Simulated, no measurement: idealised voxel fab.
process module | voxel capacitor over wiring
cross-section cut | 200 nm wide | cells 5 nm
A cross-section is a grid of square cells, given in bands from the top down. A band is one or more rows of cells.
Each band's line starts with the height of the band's top and of its bottom, in nm. Then come its materials from left to right, each with its width in nm. One material with "throughout" fills the band from edge to edge. "air" is empty space.
Height 0 is the level under which the wafer as received is all one material. The lowest band goes on downwards, as in "0 down".
A width such as "30 to 40" changes by the same amount from each row of cells to the next, from the band's top row to its bottom row.
"no change" after a step means that no cell of the cross-section changed.
closed voids: empty space of 8 cells or more with no open way to the top, each as width x height at its distance from the left edge, in nm
after a step's settings: what the simulator itself notes on the step
overlay nm, on a step with a mask: how far to the right of its planned place the mask lay; to the left if negative
plan
1 op RECEIVE | material Si
2 op CONFORMAL_DEP | material SiO2 | thk nm 15
3 op CONFORMAL_DEP | material SiCN | thk nm 5
4 op DIRECTIONAL_DEP | material SiO2 | thk nm 20
5 op DIRECTIONAL_DEP | material aC | thk nm 15
6 op PATTERN | tone open | mask id METAL_1 | material resist | width nm 25 | pitch nm 90 | thk nm 35 | overlay nm 0
7 op DIRECTIONAL_ETCH | etch materials aC | depth nm 15
8 op STRIP | etch materials resist
9 op DIRECTIONAL_ETCH | etch materials SiO2 | depth nm 20
10 op DIRECTIONAL_ETCH | etch materials SiCN | depth nm 5
11 op STRIP | etch materials aC
12 op CONFORMAL_DEP | material TiN | thk nm 5
13 op FILL_DEP | material Cu | thk nm 10
14 op CMP | height nm 40
15 op EPI | material Ru | thk nm 5
16 op FILL_DEP | material SiCN | thk nm 5
17 op DIRECTIONAL_DEP | material lowk | thk nm 10
18 op PATTERN | tone open | mask id PLUG_1 | material resist | width nm 15 | thk nm 20 | overlay nm 0
19 op DIRECTIONAL_ETCH | etch materials lowk | depth nm 10
20 op DIRECTIONAL_ETCH | etch materials SiCN | depth nm 5
21 op STRIP | etch materials resist
22 op EPI | material Ru | thk nm 10
23 op EPI | material Ru | thk nm 5
24 op DIRECTIONAL_DEP | material TiN | thk nm 10
25 op DIRECTIONAL_DEP | material HfO2 | thk nm 5
26 op DIRECTIONAL_DEP | material TiN | thk nm 5
27 op DIRECTIONAL_DEP | material aC | thk nm 10
28 op PATTERN | tone cover | mask id UPPER_PLATE | material resist | width nm 70 | thk nm 25 | overlay nm 0
29 op DIRECTIONAL_ETCH | etch materials aC | depth nm 10
30 op STRIP | etch materials resist
31 op DIRECTIONAL_ETCH | etch materials TiN | depth nm 5
32 op DIRECTIONAL_ETCH | etch materials HfO2 | depth nm 5
33 op STRIP | etch materials aC
34 op PATTERN | tone cover | mask id LOWER_PLATE | material resist | width nm 80 | thk nm 15 | overlay nm 0
35 op DIRECTIONAL_ETCH | etch materials TiN | depth nm 10
36 op STRIP | etch materials resist
37 op FILL_DEP | material SiO2 | thk nm 20
38 op CMP | height nm 95
39 op DIRECTIONAL_DEP | material aC | thk nm 15
40 op PATTERN | tone open | mask id PLUG_2 | material resist | width nm 15 | thk nm 30 | overlay nm 0
41 op DIRECTIONAL_ETCH | etch materials aC | depth nm 15
42 op STRIP | etch materials resist
43 op DIRECTIONAL_ETCH | etch materials SiO2 | depth nm 15
44 op STRIP | etch materials aC
45 op CONFORMAL_DEP | material TiN | thk nm 5
46 op FILL_DEP | material Ru | thk nm 5
47 op CMP | height nm 95
48 op CONFORMAL_DEP | material SiCN | thk nm 5
as received, after step 1
  0 down: Si throughout
  closed voids: none
first wafer at the end, as planned
  100 to 95: SiCN throughout
  95 to 85: SiO2 60 | TiN 5 | Ru 5 | TiN 5 | SiO2 125
  85 to 75: SiO2 60 to 50 | TiN 15 to 70 | SiO2 125 to 80
  75 to 70: SiO2 50 | HfO2 70 | SiO2 80
  70 to 60: SiO2 45 | TiN 80 | SiO2 75
  60 to 50: lowk 50 | Ru 15 | lowk 135
  50 to 45: SiCN 50 | Ru 15 | SiCN 135
  45 to 40: SiCN 35 | Ru 35 | SiCN 55 | Ru 35 | SiCN 40
  40 to 20: SiO2 40 | TiN 5 | Cu 15 | TiN 5 | SiO2 65 | TiN 5 | Cu 15 | TiN 5 | SiO2 45
  20 to 15: SiCN 40 | TiN 25 | SiCN 65 | TiN 25 | SiCN 45
  15 to 0: SiO2 throughout
  0 down: Si throughout
  closed voids: none
second wafer at the end: like start, like plan, one mistake
  100 to 95: SiCN throughout
  95 to 85: SiO2 60 | TiN 5 | Ru 5 | TiN 5 | SiO2 125
  85 to 75: SiO2 60 to 50 | TiN 15 to 70 | SiO2 125 to 80
  75 to 70: SiO2 50 | HfO2 70 | SiO2 80
  70 to 60: SiO2 45 | TiN 80 | SiO2 75
  60 to 50: lowk 50 | Ru 15 | lowk 135
  50 to 45: SiCN 50 | Ru 15 | SiCN 135
  45 to 40: Ru throughout
  40 to 35: TiN 45 | Cu 15 | TiN 75 | Cu 15 | TiN 50
  35 to 20: SiO2 40 | TiN 5 | Cu 15 | TiN 5 | SiO2 65 | TiN 5 | Cu 15 | TiN 5 | SiO2 45
  20 to 15: SiCN 40 | TiN 25 | SiCN 65 | TiN 25 | SiCN 45
  15 to 0: SiO2 throughout
  0 down: Si throughout
  closed voids: none
what went wrong: step 4 ran as: op DIRECTIONAL_DEP | material SiO2 | thk nm 15
at the end the second wafer has, in cells: 26 more of Ru | 26 fewer of SiCN | 30 fewer of SiO2 | 30 more of TiN
